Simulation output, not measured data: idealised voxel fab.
process module | voxel wiring stack
cross-section cut | 280 nm wide | cells 5 nm
A cross-section is a grid of square cells, given in bands from the top down. A band is one or more rows of cells.
Each band's line starts with the height of the band's top and of its bottom, in nm. Then come its materials from left to right, each with its width in nm. One material with "throughout" fills the band from edge to edge. "air" is empty space.
Height 0 is the level under which the wafer as received is all one material. The lowest band goes on downwards, as in "0 down".
A width such as "30 to 40" changes by the same amount from each row of cells to the next, from the band's top row to its bottom row.
"no change" after a step means that no cell of the cross-section changed.
closed voids: empty space of 8 cells or more with no open way to the top, each as width x height at its distance from the left edge, in nm
after a step's settings: what the simulator itself notes on the step
overlay nm, on a step with a mask: how far to the right of its planned place the mask lay; to the left if negative
plan
1 op RECEIVE | material Si
2 op CONFORMAL_DEP | material SiO2 | thk nm 10
3 op CONFORMAL_DEP | material SiN | thk nm 5
4 op DIRECTIONAL_DEP | material lowk | thk nm 25
5 op PATTERN | tone open | mask id METAL_1 | material resist | width nm 30 | pitch nm 60 | thk nm 15 | overlay nm 0
6 op DIRECTIONAL_ETCH | etch materials lowk | depth nm 25
7 op DIRECTIONAL_ETCH | etch materials SiN | depth nm 5
8 op STRIP | etch materials resist
9 op CONFORMAL_DEP | material TiN | thk nm 5
10 op FILL_DEP | material W | thk nm 5
11 op CMP | height nm 40
12 op CONFORMAL_DEP | material SiCN | thk nm 5
13 op DIRECTIONAL_DEP | material lowk | thk nm 20
14 op DIRECTIONAL_DEP | material aC | thk nm 15
15 op PATTERN | tone open | mask id PLUG_1 | material resist | width nm 15 | pitch nm 120 | thk nm 30 | overlay nm 0
16 op DIRECTIONAL_ETCH | etch materials aC | depth nm 15
17 op STRIP | etch materials resist
18 op DIRECTIONAL_ETCH | etch materials lowk | depth nm 20
19 op DIRECTIONAL_ETCH | etch materials SiCN | depth nm 5
20 op STRIP | etch materials aC
21 op EPI | material Ru | thk nm 10
22 op EPI | material Ru | thk nm 10
23 op EPI | material Ru | thk nm 5
24 op CONFORMAL_DEP | material SiCN | thk nm 5
25 op DIRECTIONAL_DEP | material lowk | thk nm 25
26 op MASKED_ETCH | tone open | mask id METAL_2 | width nm 30 | pitch nm 60 | etch materials lowk | depth nm 25 | overlay nm 0
27 op MASKED_ETCH | tone open | mask id METAL_2 | width nm 30 | pitch nm 60 | etch materials SiCN | depth nm 5 | overlay nm 0
28 op CONFORMAL_DEP | material TiN | thk nm 5
29 op FILL_DEP | material Cu | thk nm 10
30 op CMP | height nm 95
31 op CONFORMAL_DEP | material SiCN | thk nm 5
32 op DIRECTIONAL_DEP | material SiO2 | thk nm 35
33 op DIRECTIONAL_DEP | material aC | thk nm 10
34 op PATTERN | tone open | mask id METAL_3 | material resist | width nm 30 | pitch nm 60 | thk nm 30 | overlay nm 0
35 op DIRECTIONAL_ETCH | etch materials aC | depth nm 10
36 op STRIP | etch materials resist
37 op DIRECTIONAL_ETCH | etch materials SiO2 | depth nm 20
38 op STRIP | etch materials aC
39 op PATTERN | tone open | mask id METAL_3_HOLES | material resist | width nm 15 | pitch nm 120 | thk nm 15 | overlay nm 0
40 op DIRECTIONAL_ETCH | etch materials SiO2 | depth nm 15
41 op DIRECTIONAL_ETCH | etch materials SiCN | depth nm 5
42 op STRIP | etch materials resist
43 op CONFORMAL_DEP | material TiN | thk nm 5
44 op FILL_DEP | material Cu | thk nm 10
45 op CMP | height nm 135
46 op CONFORMAL_DEP | material SiN | thk nm 5
first wafer, as planned
as received, after step 1
  0 down: Si throughout
  closed voids: none
after step 2
  10 to 0: SiO2 throughout
  below 0: unchanged
after step 3
  15 to 10: SiN throughout
  below 10: unchanged
after step 4
  40 to 15: lowk throughout
  below 15: unchanged
after step 5
  55 to 40: resist 65 | air 30 | resist 30 | air 30 | resist 30 | air 30 | resist 65
  below 40: unchanged
after step 6
  55 to 40: resist 65 | air 30 | resist 30 | air 30 | resist 30 | air 30 | resist 65
  40 to 15: lowk 65 | air 30 | lowk 30 | air 30 | lowk 30 | air 30 | lowk 65
  below 15: unchanged
after step 7
  55 to 40: resist 65 | air 30 | resist 30 | air 30 | resist 30 | air 30 | resist 65
  40 to 15: lowk 65 | air 30 | lowk 30 | air 30 | lowk 30 | air 30 | lowk 65
  15 to 10: SiN 65 | air 30 | SiN 30 | air 30 | SiN 30 | air 30 | SiN 65
  below 10: unchanged
after step 8
  40 to 15: lowk 65 | air 30 | lowk 30 | air 30 | lowk 30 | air 30 | lowk 65
  below 15: unchanged
after step 9
  45 to 40: TiN 70 | air 20 | TiN 40 | air 20 | TiN 40 | air 20 | TiN 70
  40 to 15: lowk 65 | TiN 5 | air 20 | TiN 5 | lowk 30 | TiN 5 | air 20 | TiN 5 | lowk 30 | TiN 5 | air 20 | TiN 5 | lowk 65
  15 to 10: SiN 65 | TiN 30 | SiN 30 | TiN 30 | SiN 30 | TiN 30 | SiN 65
  below 10: unchanged
after step 10
  50 to 45: W throughout
  45 to 40: TiN 70 | W 20 | TiN 40 | W 20 | TiN 40 | W 20 | TiN 70
  40 to 15: lowk 65 | TiN 5 | W 20 | TiN 5 | lowk 30 | TiN 5 | W 20 | TiN 5 | lowk 30 | TiN 5 | W 20 | TiN 5 | lowk 65
  below 15: unchanged
after step 11
  40 to 15: lowk 65 | TiN 5 | W 20 | TiN 5 | lowk 30 | TiN 5 | W 20 | TiN 5 | lowk 30 | TiN 5 | W 20 | TiN 5 | lowk 65
  below 15: unchanged
after step 12
  45 to 40: SiCN throughout
  below 40: unchanged
after step 13
  65 to 45: lowk throughout
  below 45: unchanged
after step 14
  80 to 65: aC throughout
  below 65: unchanged
after step 15
  110 to 80: resist 65 | air 15 | resist 105 | air 15 | resist 80
  below 80: unchanged
after step 16
  95 to 80: resist 65 | air 15 | resist 105 | air 15 | resist 80
  80 to 65: aC 65 | air 15 | aC 105 | air 15 | aC 80
  below 65: unchanged
after step 17
  80 to 65: aC 65 | air 15 | aC 105 | air 15 | aC 80
  below 65: unchanged
after step 18
  80 to 65: aC 65 | air 15 | aC 105 | air 15 | aC 80
  65 to 45: lowk 65 | air 15 | lowk 105 | air 15 | lowk 80
  below 45: unchanged
after step 19
  80 to 65: aC 65 | air 15 | aC 105 | air 15 | aC 80
  65 to 45: lowk 65 | air 15 | lowk 105 | air 15 | lowk 80
  45 to 40: SiCN 65 | air 15 | SiCN 105 | air 15 | SiCN 80
  below 40: unchanged
after step 20
  65 to 45: lowk 65 | air 15 | lowk 105 | air 15 | lowk 80
  below 45: unchanged
after step 21
  65 to 50: lowk 65 | air 15 | lowk 105 | air 15 | lowk 80
  50 to 45: lowk 65 | Ru 15 | lowk 105 | Ru 15 | lowk 80
  45 to 40: SiCN 65 | Ru 15 | SiCN 105 | Ru 15 | SiCN 80
  below 40: unchanged
after step 22
  65 to 60: lowk 65 | air 15 | lowk 105 | air 15 | lowk 80
  60 to 45: lowk 65 | Ru 15 | lowk 105 | Ru 15 | lowk 80
  below 45: unchanged
after step 23
  65 to 45: lowk 65 | Ru 15 | lowk 105 | Ru 15 | lowk 80
  below 45: unchanged
after step 24
  70 to 65: SiCN throughout
  below 65: unchanged
after step 25
  95 to 70: lowk throughout
  below 70: unchanged
after step 26
  95 to 70: lowk 65 | air 30 | lowk 30 | air 30 | lowk 30 | air 30 | lowk 65
  below 70: unchanged
after step 27
  95 to 70: lowk 65 | air 30 | lowk 30 | air 30 | lowk 30 | air 30 | lowk 65
  70 to 65: SiCN 65 | air 30 | SiCN 30 | air 30 | SiCN 30 | air 30 | SiCN 65
  below 65: unchanged
after step 28
  100 to 95: TiN 70 | air 20 | TiN 40 | air 20 | TiN 40 | air 20 | TiN 70
  95 to 70: lowk 65 | TiN 5 | air 20 | TiN 5 | lowk 30 | TiN 5 | air 20 | TiN 5 | lowk 30 | TiN 5 | air 20 | TiN 5 | lowk 65
  70 to 65: SiCN 65 | TiN 30 | SiCN 30 | TiN 30 | SiCN 30 | TiN 30 | SiCN 65
  below 65: unchanged
after step 29
  110 to 100: Cu throughout
  100 to 95: TiN 70 | Cu 20 | TiN 40 | Cu 20 | TiN 40 | Cu 20 | TiN 70
  95 to 70: lowk 65 | TiN 5 | Cu 20 | TiN 5 | lowk 30 | TiN 5 | Cu 20 | TiN 5 | lowk 30 | TiN 5 | Cu 20 | TiN 5 | lowk 65
  below 70: unchanged
after step 30
  95 to 70: lowk 65 | TiN 5 | Cu 20 | TiN 5 | lowk 30 | TiN 5 | Cu 20 | TiN 5 | lowk 30 | TiN 5 | Cu 20 | TiN 5 | lowk 65
  below 70: unchanged
after step 31
  100 to 95: SiCN throughout
  below 95: unchanged
after step 32
  135 to 100: SiO2 throughout
  below 100: unchanged
after step 33
  145 to 135: aC throughout
  below 135: unchanged
after step 34
  175 to 145: resist 65 | air 30 | resist 30 | air 30 | resist 30 | air 30 | resist 65
  below 145: unchanged
after step 35
  165 to 145: resist 65 | air 30 | resist 30 | air 30 | resist 30 | air 30 | resist 65
  145 to 135: aC 65 | air 30 | aC 30 | air 30 | aC 30 | air 30 | aC 65
  below 135: unchanged
after step 36
  145 to 135: aC 65 | air 30 | aC 30 | air 30 | aC 30 | air 30 | aC 65
  below 135: unchanged
after step 37
  145 to 135: aC 65 | air 30 | aC 30 | air 30 | aC 30 | air 30 | aC 65
  135 to 115: SiO2 65 | air 30 | SiO2 30 | air 30 | SiO2 30 | air 30 | SiO2 65
  below 115: unchanged
after step 38
  135 to 115: SiO2 65 | air 30 | SiO2 30 | air 30 | SiO2 30 | air 30 | SiO2 65
  below 115: unchanged
after step 39
  150 to 135: resist 65 | air 15 | resist 105 | air 15 | resist 80
  135 to 115: SiO2 65 | air 15 | resist 15 | SiO2 30 | resist 30 | SiO2 30 | air 15 | resist 15 | SiO2 65
  below 115: unchanged
after step 40
  150 to 135: resist 65 | air 15 | resist 105 | air 15 | resist 80
  135 to 115: SiO2 65 | air 15 | resist 15 | SiO2 30 | resist 30 | SiO2 30 | air 15 | resist 15 | SiO2 65
  115 to 100: SiO2 65 | air 15 | SiO2 105 | air 15 | SiO2 80
  below 100: unchanged
after step 41
  150 to 135: resist 65 | air 15 | resist 105 | air 15 | resist 80
  135 to 115: SiO2 65 | air 15 | resist 15 | SiO2 30 | resist 30 | SiO2 30 | air 15 | resist 15 | SiO2 65
  115 to 100: SiO2 65 | air 15 | SiO2 105 | air 15 | SiO2 80
  100 to 95: SiCN 65 | air 15 | SiCN 105 | air 15 | SiCN 80
  below 95: unchanged
after step 42
  135 to 115: SiO2 65 | air 30 | SiO2 30 | air 30 | SiO2 30 | air 30 | SiO2 65
  below 115: unchanged
after step 43
  140 to 135: TiN 70 | air 20 | TiN 40 | air 20 | TiN 40 | air 20 | TiN 70
  135 to 120: SiO2 65 | TiN 5 | air 20 | TiN 5 | SiO2 30 | TiN 5 | air 20 | TiN 5 | SiO2 30 | TiN 5 | air 20 | TiN 5 | SiO2 65
  120 to 115: SiO2 65 | TiN 5 | air 5 | TiN 20 | SiO2 30 | TiN 30 | SiO2 30 | TiN 5 | air 5 | TiN 20 | SiO2 65
  115 to 100: SiO2 65 | TiN 5 | air 5 | TiN 5 | SiO2 105 | TiN 5 | air 5 | TiN 5 | SiO2 80
  100 to 95: SiCN 65 | TiN 15 | SiCN 105 | TiN 15 | SiCN 80
  below 95: unchanged
after step 44
  150 to 140: Cu throughout
  140 to 135: TiN 70 | Cu 20 | TiN 40 | Cu 20 | TiN 40 | Cu 20 | TiN 70
  135 to 120: SiO2 65 | TiN 5 | Cu 20 | TiN 5 | SiO2 30 | TiN 5 | Cu 20 | TiN 5 | SiO2 30 | TiN 5 | Cu 20 | TiN 5 | SiO2 65
  120 to 115: SiO2 65 | TiN 5 | Cu 5 | TiN 20 | SiO2 30 | TiN 30 | SiO2 30 | TiN 5 | Cu 5 | TiN 20 | SiO2 65
  115 to 100: SiO2 65 | TiN 5 | Cu 5 | TiN 5 | SiO2 105 | TiN 5 | Cu 5 | TiN 5 | SiO2 80
  below 100: unchanged
after step 45
  135 to 120: SiO2 65 | TiN 5 | Cu 20 | TiN 5 | SiO2 30 | TiN 5 | Cu 20 | TiN 5 | SiO2 30 | TiN 5 | Cu 20 | TiN 5 | SiO2 65
  below 120: unchanged
after step 46
  140 to 135: SiN throughout
  below 135: unchanged
second wafer: like start, like plan, one mistake. Through step 25 it matches the first wafer
when step 26 should have ended
  95 to 70: lowk 65 | air 35 | lowk 25 | air 35 | lowk 25 | air 35 | lowk 60
  below 70: unchanged
when step 27 should have ended
  95 to 70: lowk 65 | air 35 | lowk 25 | air 35 | lowk 25 | air 35 | lowk 60
  70 to 65: SiCN 65 | air 30 | SiCN 30 | air 30 | SiCN 30 | air 30 | SiCN 65
  below 65: unchanged
when step 28 should have ended
  100 to 95: TiN 70 | air 25 | TiN 35 | air 25 | TiN 35 | air 25 | TiN 65
  95 to 75: lowk 65 | TiN 5 | air 25 | TiN 5 | lowk 25 | TiN 5 | air 25 | TiN 5 | lowk 25 | TiN 5 | air 25 | TiN 5 | lowk 60
  75 to 70: lowk 65 | TiN 5 | air 20 | TiN 10 | lowk 25 | TiN 5 | air 20 | TiN 10 | lowk 25 | TiN 5 | air 20 | TiN 10 | lowk 60
  70 to 65: SiCN 65 | TiN 30 | SiCN 30 | TiN 30 | SiCN 30 | TiN 30 | SiCN 65
  below 65: unchanged
when step 29 should have ended
  110 to 100: Cu throughout
  100 to 95: TiN 70 | Cu 25 | TiN 35 | Cu 25 | TiN 35 | Cu 25 | TiN 65
  95 to 75: lowk 65 | TiN 5 | Cu 25 | TiN 5 | lowk 25 | TiN 5 | Cu 25 | TiN 5 | lowk 25 | TiN 5 | Cu 25 | TiN 5 | lowk 60
  75 to 70: lowk 65 | TiN 5 | Cu 20 | TiN 10 | lowk 25 | TiN 5 | Cu 20 | TiN 10 | lowk 25 | TiN 5 | Cu 20 | TiN 10 | lowk 60
  below 70: unchanged
when step 30 should have ended
  95 to 75: lowk 65 | TiN 5 | Cu 25 | TiN 5 | lowk 25 | TiN 5 | Cu 25 | TiN 5 | lowk 25 | TiN 5 | Cu 25 | TiN 5 | lowk 60
  below 75: unchanged
when step 31 should have ended
  100 to 95: SiCN throughout
  below 95: unchanged
when step 32 should have ended
  135 to 100: SiO2 throughout
  below 100: unchanged
when step 33 should have ended
  145 to 135: aC throughout
  below 135: unchanged
when step 34 should have ended
  175 to 145: resist 65 | air 30 | resist 30 | air 30 | resist 30 | air 30 | resist 65
  below 145: unchanged
when step 35 should have ended
  165 to 145: resist 65 | air 30 | resist 30 | air 30 | resist 30 | air 30 | resist 65
  145 to 135: aC 65 | air 30 | aC 30 | air 30 | aC 30 | air 30 | aC 65
  below 135: unchanged
when step 36 should have ended
  145 to 135: aC 65 | air 30 | aC 30 | air 30 | aC 30 | air 30 | aC 65
  below 135: unchanged
when step 37 should have ended
  145 to 135: aC 65 | air 30 | aC 30 | air 30 | aC 30 | air 30 | aC 65
  135 to 115: SiO2 65 | air 30 | SiO2 30 | air 30 | SiO2 30 | air 30 | SiO2 65
  below 115: unchanged
when step 38 should have ended
  135 to 115: SiO2 65 | air 30 | SiO2 30 | air 30 | SiO2 30 | air 30 | SiO2 65
  below 115: unchanged
when step 39 should have ended
  150 to 135: resist 65 | air 15 | resist 105 | air 15 | resist 80
  135 to 115: SiO2 65 | air 15 | resist 15 | SiO2 30 | resist 30 | SiO2 30 | air 15 | resist 15 | SiO2 65
  below 115: unchanged
when step 40 should have ended
  150 to 135: resist 65 | air 15 | resist 105 | air 15 | resist 80
  135 to 115: SiO2 65 | air 15 | resist 15 | SiO2 30 | resist 30 | SiO2 30 | air 15 | resist 15 | SiO2 65
  115 to 100: SiO2 65 | air 15 | SiO2 105 | air 15 | SiO2 80
  below 100: unchanged
when step 41 should have ended
  150 to 135: resist 65 | air 15 | resist 105 | air 15 | resist 80
  135 to 115: SiO2 65 | air 15 | resist 15 | SiO2 30 | resist 30 | SiO2 30 | air 15 | resist 15 | SiO2 65
  115 to 100: SiO2 65 | air 15 | SiO2 105 | air 15 | SiO2 80
  100 to 95: SiCN 65 | air 15 | SiCN 105 | air 15 | SiCN 80
  below 95: unchanged
when step 42 should have ended
  135 to 115: SiO2 65 | air 30 | SiO2 30 | air 30 | SiO2 30 | air 30 | SiO2 65
  below 115: unchanged
when step 43 should have ended
  140 to 135: TiN 70 | air 20 | TiN 40 | air 20 | TiN 40 | air 20 | TiN 70
  135 to 120: SiO2 65 | TiN 5 | air 20 | TiN 5 | SiO2 30 | TiN 5 | air 20 | TiN 5 | SiO2 30 | TiN 5 | air 20 | TiN 5 | SiO2 65
  120 to 115: SiO2 65 | TiN 5 | air 5 | TiN 20 | SiO2 30 | TiN 30 | SiO2 30 | TiN 5 | air 5 | TiN 20 | SiO2 65
  115 to 100: SiO2 65 | TiN 5 | air 5 | TiN 5 | SiO2 105 | TiN 5 | air 5 | TiN 5 | SiO2 80
  100 to 95: SiCN 65 | TiN 15 | SiCN 105 | TiN 15 | SiCN 80
  below 95: unchanged
when step 44 should have ended
  150 to 140: Cu throughout
  140 to 135: TiN 70 | Cu 20 | TiN 40 | Cu 20 | TiN 40 | Cu 20 | TiN 70
  135 to 120: SiO2 65 | TiN 5 | Cu 20 | TiN 5 | SiO2 30 | TiN 5 | Cu 20 | TiN 5 | SiO2 30 | TiN 5 | Cu 20 | TiN 5 | SiO2 65
  120 to 115: SiO2 65 | TiN 5 | Cu 5 | TiN 20 | SiO2 30 | TiN 30 | SiO2 30 | TiN 5 | Cu 5 | TiN 20 | SiO2 65
  115 to 100: SiO2 65 | TiN 5 | Cu 5 | TiN 5 | SiO2 105 | TiN 5 | Cu 5 | TiN 5 | SiO2 80
  below 100: unchanged
when step 45 should have ended
  135 to 120: SiO2 65 | TiN 5 | Cu 20 | TiN 5 | SiO2 30 | TiN 5 | Cu 20 | TiN 5 | SiO2 30 | TiN 5 | Cu 20 | TiN 5 | SiO2 65
  below 120: unchanged
when step 46 should have ended
  140 to 135: SiN throughout
  below 135: unchanged
what went wrong: step 26 ran as: op MASKED_ETCH | tone open | mask id METAL_2 | width nm 35 | pitch nm 60 | etch materials lowk | depth nm 25 | overlay nm 0
at the end the second wafer has, in cells: 12 more of Cu | 3 more of TiN | 15 fewer of lowk
